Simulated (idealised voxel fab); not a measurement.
Process module under the name voxel capacitor over wiring
It is cross-section cut that appears here, measuring 160 nm in width, its square cells being 5 nm in size.
The cross-sections in this document take the form of a grid made of square cells. They are written out as bands, in order from top to bottom. Each band consists of one or more rows of cells.
Heads up on the band format: heights come first, top then bottom, in nm. After that it's the materials left to right, each with its width in nm. A single material flagged "all across" fills the whole band edge to edge, and "air" means there's empty space there.
For the purposes of this specification, 0 denotes the height below which the wafer in its as-received condition is composed wholly of one material, and the lowermost band, lacking a lower limit, extends downward without end, as expressed in "z 0 and below".
The width entry "30->40" should be interpreted row by row: the top row of cells in the band takes the first number, the bottom row takes the second number, and the change between adjacent rows is uniform throughout.
Step marked "nothing was modified"? Then no cell in the cross-section changed in it.
Voids not open to the top, 8 cells minimum: see "Sealed internal voids". Written width x height at distance; distance is from the left edge; nm.
It should be noted that, on the line of a given step, the content following the step's settings is a remark produced by the simulator itself with respect to that step.
Among the settings permitted on a step's line is "overlay nm"; applied to a step with a mask, it specifies the extent to which the mask lay to the right of its planned position, whereas a negative figure signifies a position to the left.

# Here's what the planned process steps look like
1: RECEIVE (material Si)
2: CONFORMAL_DEP (material SiO2; thk nm 10)
3: DIRECTIONAL_DEP (material TiN; thk nm 5)
4: DIRECTIONAL_DEP (material Ru; thk nm 25)
5: DIRECTIONAL_DEP (material aC; thk nm 10)
6: PATTERN (tone cover; mask id METAL_1; material resist; width nm 20; pitch nm 85; thk nm 30; overlay nm 0)
7: DIRECTIONAL_ETCH (etch materials aC; depth nm 10)
8: STRIP (etch materials resist)
9: DIRECTIONAL_ETCH (etch materials Ru; depth nm 25)
10: DIRECTIONAL_ETCH (etch materials TiN; depth nm 5)
11: STRIP (etch materials aC)
12: FILL_DEP (material lowk; thk nm 10)
13: CMP (height nm 40)
14: CONFORMAL_DEP (material SiCN; thk nm 5)
15: DIRECTIONAL_DEP (material lowk; thk nm 15)
16: PATTERN (tone open; mask id PLUG_1; material resist; width nm 15; thk nm 15; overlay nm 0)
17: DIRECTIONAL_ETCH (etch materials lowk; depth nm 15)
18: DIRECTIONAL_ETCH (etch materials SiCN; depth nm 5)
19: STRIP (etch materials resist)
20: EPI (material Ru; thk nm 10)
21: EPI (material Ru; thk nm 10)
22: DIRECTIONAL_DEP (material TiN; thk nm 5)
23: DIRECTIONAL_DEP (material HfO2; thk nm 5)
24: DIRECTIONAL_DEP (material TiN; thk nm 10)
25: PATTERN (tone cover; mask id UPPER_PLATE; material resist; width nm 70; thk nm 15; overlay nm 0)
26: DIRECTIONAL_ETCH (etch materials TiN; depth nm 10)
27: DIRECTIONAL_ETCH (etch materials HfO2; depth nm 5)
28: STRIP (etch materials resist)
29: DIRECTIONAL_DEP (material aC; thk nm 15)
30: PATTERN (tone cover; mask id LOWER_PLATE; material resist; width nm 80; thk nm 35; overlay nm 0)
31: DIRECTIONAL_ETCH (etch materials aC; depth nm 15)
32: STRIP (etch materials resist)
33: DIRECTIONAL_ETCH (etch materials TiN; depth nm 5)
34: STRIP (etch materials aC)
35: FILL_DEP (material SiO2; thk nm 15)
36: CMP (height nm 90)
37: MASKED_ETCH (tone open; mask id PLUG_2; width nm 15; etch materials SiO2; depth nm 5; overlay nm 0)
38: CONFORMAL_DEP (material TiN; thk nm 5)
39: FILL_DEP (material Ru; thk nm 10)
40: CMP (height nm 90)
41: CONFORMAL_DEP (material SiCN; thk nm 5)
The wafers in this document start out alike and differ in the depth nm applied at step 37; the plan shows the value used for the first wafer.

# Here's the first of the wafers in cross-section, just as we got it, i.e. after step 1
> z 0 and below: Si all across
> Sealed internal voids: none

# The following table contains a row per wafer, in which are reported, at the conclusion of the module, the cells of each material gained (+) or lost (-) since the wafer's receipt, with its closed voids given thereafter
depth nm 5, +14 HfO2, +52 Ru, +61 SiCN, +195 SiO2, +55 TiN, +231 lowk, Sealed internal voids: none
depth nm 10, +14 HfO2, +53 Ru, +61 SiCN, +192 SiO2, +57 TiN, +231 lowk, Sealed internal voids: none
depth nm 15, +14 HfO2, +53 Ru, +61 SiCN, +192 SiO2, +57 TiN, +231 lowk, Sealed internal voids: none
depth nm 20, +14 HfO2, +53 Ru, +61 SiCN, +192 SiO2, +57 TiN, +231 lowk, Sealed internal voids: none
depth nm 25, +14 HfO2, +53 Ru, +61 SiCN, +192 SiO2, +57 TiN, +231 lowk, Sealed internal voids: none
